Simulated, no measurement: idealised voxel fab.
process module | voxel self aligned contacts
cross-section cut | 180 nm wide | cells 5 nm
A cross-section is a grid of square cells, given in bands from the top down. A band is one or more rows of cells.
Each band's line starts with the height of the band's top and of its bottom, in nm. Then come its materials from left to right, each with its width in nm. One material with "throughout" fills the band from edge to edge. "air" is empty space.
Height 0 is the level under which the wafer as received is all one material. The lowest band goes on downwards, as in "0 down".
A width such as "30 to 40" changes by the same amount from each row of cells to the next, from the band's top row to its bottom row.
"no change" after a step means that no cell of the cross-section changed.
closed voids: empty space of 8 cells or more with no open way to the top, each as width x height at its distance from the left edge, in nm
after a step's settings: what the simulator itself notes on the step
overlay nm, on a step with a mask: how far to the right of its planned place the mask lay; to the left if negative
plan
1 op RECEIVE | material Si
2 op CONFORMAL_DEP | material SiO2 | thk nm 5
3 op DIRECTIONAL_DEP | material polySi | thk nm 30
4 op DIRECTIONAL_DEP | material SiN | thk nm 25
5 op PATTERN | tone cover | mask id GATE | material resist | width nm 25 | pitch nm 65 | thk nm 15 | overlay nm 0
6 op DIRECTIONAL_ETCH | etch materials SiN | depth nm 25
7 op DIRECTIONAL_ETCH | etch materials polySi | depth nm 30
8 op STRIP | etch materials resist
9 op CONFORMAL_DEP | material SiN | thk nm 10
10 op DIRECTIONAL_ETCH | etch materials SiN | depth nm 10
11 op FILL_DEP | material SiO2 | thk nm 10
12 op CMP | height nm 65
13 op PATTERN | tone open | mask id CONTACT | material resist | width nm 50 | thk nm 15 | overlay nm 0
14 op DIRECTIONAL_ETCH | etch materials SiO2 | depth nm 65
15 op STRIP | etch materials resist
16 op CONFORMAL_DEP | material TiN | thk nm 5
17 op FILL_DEP | material W | thk nm 10
18 op CMP | height nm 65
19 op CONFORMAL_DEP | material SiN | thk nm 5
as received, after step 1
  0 down: Si throughout
  closed voids: none
a wafer at the end: this start, this plan, one mistake
  70 to 65: SiN throughout
  65 to 60: SiO2 65 | polySi 20 | W 10 | polySi 20 | SiO2 65
  60 to 35: SiO2 35 | SiN 45 | polySi 5 | W 10 | polySi 5 | SiN 45 | SiO2 35
  35 to 5: SiO2 35 | SiN 10 | polySi 25 | SiN 10 | polySi 5 | W 10 | polySi 5 | SiN 10 | polySi 25 | SiN 10 | SiO2 35
  5 to 0: SiO2 80 | polySi 20 | SiO2 80
  0 down: Si throughout
  closed voids: none
what went wrong: step 16 ran as: op CONFORMAL_DEP | material polySi | thk nm 5
